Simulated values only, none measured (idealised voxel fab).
process module | voxel capacitor over wiring
cross-section cut | 280 nm wide | cells 5 nm
A cross-section is a grid of square cells, given in bands from the top down. A band is one or more rows of cells.
Each band's line starts with the height of the band's top and of its bottom, in nm. Then come its materials from left to right, each with its width in nm. One material with "throughout" fills the band from edge to edge. "air" is empty space.
Height 0 is the level under which the wafer as received is all one material. The lowest band goes on downwards, as in "0 down".
A width such as "30 to 40" changes by the same amount from each row of cells to the next, from the band's top row to its bottom row.
"no change" after a step means that no cell of the cross-section changed.
closed voids: empty space of 8 cells or more with no open way to the top, each as width x height at its distance from the left edge, in nm
after a step's settings: what the simulator itself notes on the step
overlay nm, on a step with a mask: how far to the right of its planned place the mask lay; to the left if negative
plan
1 op RECEIVE | material Si
2 op CONFORMAL_DEP | material SiO2 | thk nm 15
3 op DIRECTIONAL_DEP | material TiN | thk nm 5
4 op DIRECTIONAL_DEP | material W | thk nm 15
5 op DIRECTIONAL_DEP | material aC | thk nm 10
6 op PATTERN | tone cover | mask id METAL_1 | material resist | width nm 20 | pitch nm 70 | thk nm 30 | overlay nm 0
7 op DIRECTIONAL_ETCH | etch materials aC | depth nm 10
8 op STRIP | etch materials resist
9 op DIRECTIONAL_ETCH | etch materials W | depth nm 15
10 op DIRECTIONAL_ETCH | etch materials TiN | depth nm 5
11 op STRIP | etch materials aC
12 op FILL_DEP | material SiO2 | thk nm 5
13 op CMP | height nm 35
14 op CONFORMAL_DEP | material SiCN | thk nm 5
15 op DIRECTIONAL_DEP | material SiO2 | thk nm 15
16 op MASKED_ETCH | tone open | mask id PLUG_1 | width nm 15 | etch materials SiO2 | depth nm 15 | overlay nm 0
17 op MASKED_ETCH | tone open | mask id PLUG_1 | width nm 15 | etch materials SiCN | depth nm 5 | overlay nm 0
18 op EPI | material Ru | thk nm 10
19 op EPI | material Ru | thk nm 10
20 op DIRECTIONAL_DEP | material TiN | thk nm 10
21 op DIRECTIONAL_DEP | material SiN | thk nm 5
22 op DIRECTIONAL_DEP | material TiN | thk nm 5
23 op PATTERN | tone cover | mask id UPPER_PLATE | material resist | width nm 55 | thk nm 20 | overlay nm 0
24 op DIRECTIONAL_ETCH | etch materials TiN | depth nm 5
25 op DIRECTIONAL_ETCH | etch materials SiN | depth nm 5
26 op STRIP | etch materials resist
27 op DIRECTIONAL_DEP | material aC | thk nm 10
28 op PATTERN | tone cover | mask id LOWER_PLATE | material resist | width nm 65 | thk nm 25 | overlay nm 0
29 op DIRECTIONAL_ETCH | etch materials aC | depth nm 10
30 op STRIP | etch materials resist
31 op DIRECTIONAL_ETCH | etch materials TiN | depth nm 10
32 op STRIP | etch materials aC
33 op FILL_DEP | material SiO2 | thk nm 20
34 op CMP | height nm 90
35 op PATTERN | tone open | mask id PLUG_2 | material resist | width nm 15 | thk nm 15 | overlay nm 0
36 op DIRECTIONAL_ETCH | etch materials SiO2 | depth nm 15
37 op STRIP | etch materials resist
38 op CONFORMAL_DEP | material TiN | thk nm 5
39 op FILL_DEP | material W | thk nm 10
40 op CMP | height nm 90
41 op CONFORMAL_DEP | material SiN | thk nm 5
first wafer, as planned
as received, after step 1
  0 down: Si throughout
  closed voids: none
after step 2
  15 to 0: SiO2 throughout
  below 0: unchanged
after step 3
  20 to 15: TiN throughout
  below 15: unchanged
after step 4
  35 to 20: W throughout
  below 20: unchanged
after step 5
  45 to 35: aC throughout
  below 35: unchanged
after step 6
  75 to 45: air 95 | resist 20 | air 50 | resist 20 | air 95
  below 45: unchanged
after step 7
  65 to 45: air 95 | resist 20 | air 50 | resist 20 | air 95
  45 to 35: air 95 | aC 20 | air 50 | aC 20 | air 95
  below 35: unchanged
after step 8
  45 to 35: air 95 | aC 20 | air 50 | aC 20 | air 95
  below 35: unchanged
after step 9
  45 to 35: air 95 | aC 20 | air 50 | aC 20 | air 95
  35 to 20: air 95 | W 20 | air 50 | W 20 | air 95
  below 20: unchanged
after step 10
  45 to 35: air 95 | aC 20 | air 50 | aC 20 | air 95
  35 to 20: air 95 | W 20 | air 50 | W 20 | air 95
  20 to 15: air 95 | TiN 20 | air 50 | TiN 20 | air 95
  below 15: unchanged
after step 11
  35 to 20: air 95 | W 20 | air 50 | W 20 | air 95
  below 20: unchanged
after step 12
  40 to 35: SiO2 throughout
  35 to 20: SiO2 95 | W 20 | SiO2 50 | W 20 | SiO2 95
  20 to 15: SiO2 95 | TiN 20 | SiO2 50 | TiN 20 | SiO2 95
  below 15: unchanged
after step 13
  35 to 20: SiO2 95 | W 20 | SiO2 50 | W 20 | SiO2 95
  below 20: unchanged
after step 14
  40 to 35: SiCN throughout
  below 35: unchanged
after step 15
  55 to 40: SiO2 throughout
  below 40: unchanged
after step 16
  55 to 40: SiO2 100 | air 15 | SiO2 165
  below 40: unchanged
after step 17
  55 to 40: SiO2 100 | air 15 | SiO2 165
  40 to 35: SiCN 100 | air 15 | SiCN 165
  below 35: unchanged
after step 18
  55 to 45: SiO2 100 | air 15 | SiO2 165
  45 to 40: SiO2 100 | Ru 15 | SiO2 165
  40 to 35: SiCN 100 | Ru 15 | SiCN 165
  below 35: unchanged
after step 19
  55 to 40: SiO2 100 | Ru 15 | SiO2 165
  below 40: unchanged
after step 20
  65 to 55: TiN throughout
  below 55: unchanged
after step 21
  70 to 65: SiN throughout
  below 65: unchanged
after step 22
  75 to 70: TiN throughout
  below 70: unchanged
after step 23
  95 to 75: air 100 | resist 55 | air 125
  below 75: unchanged
after step 24
  95 to 75: air 100 | resist 55 | air 125
  75 to 70: air 100 | TiN 55 | air 125
  below 70: unchanged
after step 25
  95 to 75: air 100 | resist 55 | air 125
  75 to 70: air 100 | TiN 55 | air 125
  70 to 65: air 100 | SiN 55 | air 125
  below 65: unchanged
after step 26
  75 to 70: air 100 | TiN 55 | air 125
  below 70: unchanged
after step 27
  85 to 75: air 100 | aC 55 | air 125
  75 to 70: aC 100 | TiN 55 | aC 125
  70 to 65: aC 100 | SiN 55 | aC 125
  below 65: unchanged
after step 28
  110 to 85: air 95 | resist 65 | air 120
  85 to 75: air 95 | resist 5 | aC 55 | resist 5 | air 120
  below 75: unchanged
after step 29
  100 to 85: air 95 | resist 65 | air 120
  85 to 75: air 95 | resist 5 | aC 55 | resist 5 | air 120
  75 to 70: air 95 | aC 5 | TiN 55 | aC 5 | air 120
  70 to 65: air 95 | aC 5 | SiN 55 | aC 5 | air 120
  below 65: unchanged
after step 30
  85 to 75: air 100 | aC 55 | air 125
  below 75: unchanged
after step 31
  85 to 75: air 100 | aC 55 | air 125
  75 to 70: air 95 | aC 5 | TiN 55 | aC 5 | air 120
  70 to 65: air 95 | aC 5 | SiN 55 | aC 5 | air 120
  65 to 55: air 95 | TiN 65 | air 120
  below 55: unchanged
after step 32
  75 to 70: air 100 | TiN 55 | air 125
  70 to 65: air 100 | SiN 55 | air 125
  below 65: unchanged
after step 33
  95 to 75: SiO2 throughout
  75 to 70: SiO2 100 | TiN 55 | SiO2 125
  70 to 65: SiO2 100 | SiN 55 | SiO2 125
  65 to 55: SiO2 95 | TiN 65 | SiO2 120
  below 55: unchanged
after step 34
  90 to 75: SiO2 throughout
  below 75: unchanged
after step 35
  105 to 90: resist 110 | air 15 | resist 155
  below 90: unchanged
after step 36
  105 to 90: resist 110 | air 15 | resist 155
  90 to 75: SiO2 110 | air 15 | SiO2 155
  below 75: unchanged
after step 37
  90 to 75: SiO2 110 | air 15 | SiO2 155
  below 75: unchanged
after step 38
  95 to 90: TiN 115 | air 5 | TiN 160
  90 to 80: SiO2 110 | TiN 5 | air 5 | TiN 5 | SiO2 155
  80 to 70: SiO2 110 to 100 | TiN 15 to 55 | SiO2 155 to 125
  below 70: unchanged
after step 39
  105 to 95: W throughout
  95 to 90: TiN 115 | W 5 | TiN 160
  90 to 80: SiO2 110 | TiN 5 | W 5 | TiN 5 | SiO2 155
  below 80: unchanged
after step 40
  90 to 80: SiO2 110 | TiN 5 | W 5 | TiN 5 | SiO2 155
  below 80: unchanged
after step 41
  95 to 90: SiN throughout
  below 90: unchanged
second wafer: like start, like plan, one mistake. Through step 39 it matches the first wafer
when step 40 should have ended
  95 to 90: TiN 115 | W 5 | TiN 160
  below 90: unchanged
when step 41 should have ended
  100 to 95: SiN throughout
  below 95: unchanged
what went wrong: step 40 ran as: op CMP | height nm 95
at the end the second wafer has, in cells: 55 more of TiN | 1 more of W
